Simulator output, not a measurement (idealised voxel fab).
process module | voxel fin reveal
cross-section cut | 215 nm wide | cells 5 nm
A cross-section is a grid of square cells, given in bands from the top down. A band is one or more rows of cells.
Each band's line starts with the height of the band's top and of its bottom, in nm. Then come its materials from left to right, each with its width in nm. One material with "throughout" fills the band from edge to edge. "air" is empty space.
Height 0 is the level under which the wafer as received is all one material. The lowest band goes on downwards, as in "0 down".
A width such as "30 to 40" changes by the same amount from each row of cells to the next, from the band's top row to its bottom row.
"no change" after a step means that no cell of the cross-section changed.
closed voids: empty space of 8 cells or more with no open way to the top, each as width x height at its distance from the left edge, in nm
after a step's settings: what the simulator itself notes on the step
overlay nm, on a step with a mask: how far to the right of its planned place the mask lay; to the left if negative
plan
1 op RECEIVE | material Si
2 op CONFORMAL_DEP | material SiN | thk nm 10
3 op MASKED_ETCH | tone cover | mask id FINS | width nm 15 | pitch nm 45 | etch materials SiN | depth nm 10 | overlay nm 0
4 op MASKED_ETCH | tone cover | mask id FINS | width nm 15 | pitch nm 45 | etch materials Si | depth nm 30 | overlay nm 0
5 op OXIDIZE | depth nm 5
6 op FILL_DEP | material SiO2 | thk nm 15
7 op CMP | height nm 10
8 op SELECTIVE_ETCH | etch materials SiO2 | depth nm 20
9 op STRIP | etch materials SiN
as received, after step 1
  0 down: Si throughout
  closed voids: none
first wafer at the end, as planned
  0 to -10: air 80 | Si 5 | air 40 | Si 5 | air 85
  -10 to -35: SiO2 80 | Si 5 | SiO2 40 | Si 5 | SiO2 85
  -35 down: Si throughout
  closed voids: none
second wafer at the end: like start, like plan, one mistake
  0 to -10: air 80 | Si 5 | air 40 | Si 5 | air 85
  -10 to -65: SiO2 80 | Si 5 | SiO2 40 | Si 5 | SiO2 85
  -65 down: Si throughout
  closed voids: none
what went wrong: step 4 was run twice
at the end the second wafer has, in cells: 246 fewer of Si | 246 more of SiO2
